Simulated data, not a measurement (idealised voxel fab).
Presented below is a process module, voxel transistor to metal.
The width of the displayed cross-section, cut, is 150 nm; its cells are square, with a size of 5 nm.
A cross-section in this document is a grid of square cells, and it is written down as bands, the top band listed before the ones below it; a band is made up of one or more rows of cells. This entry defines a band. It first specifies the height of the band's top and the height of its bottom in nm, and then specifies the band's materials from left to right, stating each material with its width in nm. The word "throughout" identifies a single material that fills the band from edge to edge, while the word "empty" identifies empty space. Height 0 is the level under which the wafer as received is all one material. The lowest band goes on downwards, as in "0 and below". Width "30->40": first value at the band's top row of cells, second value at its bottom row, equal change from row to row. You'll sometimes find "no change" written for a step, and that's the way of saying that nowhere in the cross-section did a cell change during that step. Reported under the label "Fully enclosed voids" are the empty spaces having no open way to the top and comprising 8 cells or more; the notation for each is width x height at distance, in which the distance is measured from the left edge and all three values are in nm. Heads up: the bit after the settings on a step's line is the simulator's remark on that step. "overlay nm" denotes, for a step that has a mask, the displacement of the mask to the right of its planned place, with negative values corresponding to the left.
Below is the list of planned process steps:
| 1 | RECEIVE: material Si |
| 2 | CONFORMAL_DEP: material SiO2, thk nm 5 |
| 3 | CONFORMAL_DEP: material SiN, thk nm 10 |
| 4 | DIRECTIONAL_DEP: material aC, thk nm 15 |
| 5 | PATTERN: tone cover, mask id ACTIVE, material resist, width nm 115, thk nm 35, overlay nm 0 |
| 6 | DIRECTIONAL_ETCH: etch materials aC, depth nm 15 |
| 7 | STRIP: etch materials resist |
| 8 | DIRECTIONAL_ETCH: etch materials SiN, depth nm 10 |
| 9 | DIRECTIONAL_ETCH: etch materials SiO2, depth nm 5 |
| 10 | DIRECTIONAL_ETCH: etch materials Si, depth nm 35 |
| 11 | STRIP: etch materials aC |
| 12 | FILL_DEP: material SiO2, thk nm 10 |
| 13 | CMP: height nm 15 |
| 14 | SELECTIVE_ETCH: etch materials SiO2, depth nm 5 |
| 15 | STRIP: etch materials SiN |
| 16 | SELECTIVE_ETCH: etch materials SiO2, depth nm 5 |
| 17 | OXIDIZE: depth nm 5 |
| 18 | DIRECTIONAL_DEP: material polySi, thk nm 30 |
| 19 | DIRECTIONAL_DEP: material SiCN, thk nm 15 |
| 20 | DIRECTIONAL_DEP: material aC, thk nm 15 |
| 21 | PATTERN: tone cover, mask id GATE, material resist, width nm 35, thk nm 35, overlay nm 0 |
| 22 | DIRECTIONAL_ETCH: etch materials aC, depth nm 15 |
| 23 | STRIP: etch materials resist |
| 24 | DIRECTIONAL_ETCH: etch materials SiCN, depth nm 25 |
| 25 | DIRECTIONAL_ETCH: etch materials polySi, depth nm 40 |
| 26 | STRIP: etch materials aC |
| 27 | CONFORMAL_DEP: material SiN, thk nm 10 |
| 28 | DIRECTIONAL_ETCH: etch materials SiN, depth nm 10 |
| 29 | DIRECTIONAL_ETCH: etch materials SiO2, depth nm 5 |
| 30 | DIRECTIONAL_ETCH: etch materials Si, depth nm 15 |
| 31 | EPI: material pSi, thk nm 15 |
| 32 | FILL_DEP: material SiO2, thk nm 5 |
| 33 | CMP: height nm 30 |
| 34 | STRIP: etch materials polySi |
| 35 | SELECTIVE_ETCH: etch materials SiO2, depth nm 5 |
| 36 | CONFORMAL_DEP: material HfO2, thk nm 5 |
| 37 | CONFORMAL_DEP: material TiN, thk nm 5 |
| 38 | FILL_DEP: material W, thk nm 5 |
| 39 | CMP: height nm 25 |
| 40 | DIRECTIONAL_DEP: material SiO2, thk nm 10 |
| 41 | DIRECTIONAL_DEP: material aC, thk nm 15 |
| 42 | PATTERN: tone open, mask id CONTACT, material resist, width nm 15, pitch nm 90, thk nm 35, overlay nm 0 |
| 43 | DIRECTIONAL_ETCH: etch materials aC, depth nm 15 |
| 44 | STRIP: etch materials resist |
| 45 | DIRECTIONAL_ETCH: etch materials SiO2, depth nm 25 |
| 46 | STRIP: etch materials aC |
| 47 | CONFORMAL_DEP: material TiN, thk nm 5 |
| 48 | FILL_DEP: material Ru, thk nm 10 |
| 49 | CMP: height nm 35 |
| 50 | DIRECTIONAL_DEP: material TiN, thk nm 5 |
| 51 | DIRECTIONAL_DEP: material W, thk nm 20 |
| 52 | PATTERN: tone cover, mask id METAL_1, material resist, width nm 15, pitch nm 90, thk nm 20, overlay nm 0 |
| 53 | DIRECTIONAL_ETCH: etch materials W, depth nm 20 |
| 54 | DIRECTIONAL_ETCH: etch materials TiN, depth nm 5 |
| 55 | STRIP: etch materials resist |
| 56 | CONFORMAL_DEP: material SiN, thk nm 5 |
| 57 | FILL_DEP: material lowk, thk nm 10 |
| 58 | CMP: height nm 60 |
| 59 | CONFORMAL_DEP: material SiCN, thk nm 5 |
| 60 | DIRECTIONAL_DEP: material lowk, thk nm 25 |
| 61 | MASKED_ETCH: tone open, mask id METAL_2, width nm 15, pitch nm 90, etch materials lowk, depth nm 15, overlay nm 0 |
| 62 | MASKED_ETCH: tone open, mask id METAL_2_HOLES, width nm 15, pitch nm 90, etch materials lowk, depth nm 10, overlay nm 0 |
| 63 | MASKED_ETCH: tone open, mask id METAL_2_HOLES, width nm 15, pitch nm 90, etch materials SiCN, depth nm 5, overlay nm 0 |
| 64 | CONFORMAL_DEP: material TiN, thk nm 5 |
| 65 | FILL_DEP: material Ru, thk nm 5 |
| 66 | CMP: height nm 90 |
| 67 | CONFORMAL_DEP: material SiCN, thk nm 5 |
This is the cross-section of the wafer as we received it, i.e. after step 1:
0 and below | Si throughout
Fully enclosed voids: none
Look at the cross-section after the module: the wafer started out the way shown above and the plan was the one shown above, yet one mistake was made along the way:
95 down to 90 | SiCN throughout
90 down to 85 | SiCN=20 | TiN=15 | SiCN=75 | TiN=15 | SiCN=25
85 down to 60 | lowk throughout
60 down to 40 | lowk=15 | SiN=5 | W=15 | SiN=5 | lowk=65 | SiN=5 | W=15 | SiN=5 | lowk=20
40 down to 35 | SiN=20 | TiN=15 | SiN=75 | TiN=15 | SiN=25
35 down to 25 | SiO2=20 | TiN=5 | Ru=5 | TiN=5 | SiO2=75 | TiN=5 | Ru=5 | TiN=5 | SiO2=25
25 down to 15 | SiO2=20 | TiN=5 | Ru=5 | TiN=5 | SiO2=10 | SiN=10 | HfO2=5 | TiN=5 | W=15 | TiN=5 | HfO2=5 | SiN=10 | SiO2=10 | TiN=5 | Ru=5 | TiN=5 | SiO2=25
15 down to 10 | SiO2=20 | TiN=15 | SiO2=10 | SiN=10 | HfO2=5 | TiN=5 | W=15 | TiN=5 | HfO2=5 | SiN=10 | SiO2=10 | TiN=15 | SiO2=25
10 down to 5 | SiO2=15 | pSi=30 | SiN=10 | HfO2=5 | TiN=5 | W=15 | TiN=5 | HfO2=5 | SiN=10 | pSi=30 | SiO2=20
5 down to 0 | SiO2=10 | SiN=10 | pSi=25 | SiN=10 | HfO2=5 | TiN=25 | HfO2=5 | SiN=10 | pSi=25 | SiN=10 | SiO2=15
0 down to -5 | SiO2=20 | pSi=25 | SiO2=5 | HfO2=45 | SiO2=5 | pSi=25 | SiO2=25
-5 down to -20 | SiO2=15 | Si=5 | pSi=25 | Si=55 | pSi=25 | Si=5 | SiO2=20
-20 down to -35 | SiO2=15 | Si=115 | SiO2=20
-35 and below | Si throughout
Fully enclosed voids: none
Plan not followed: contrary to the plan, steps 59 and 60 were processed in exchanged order
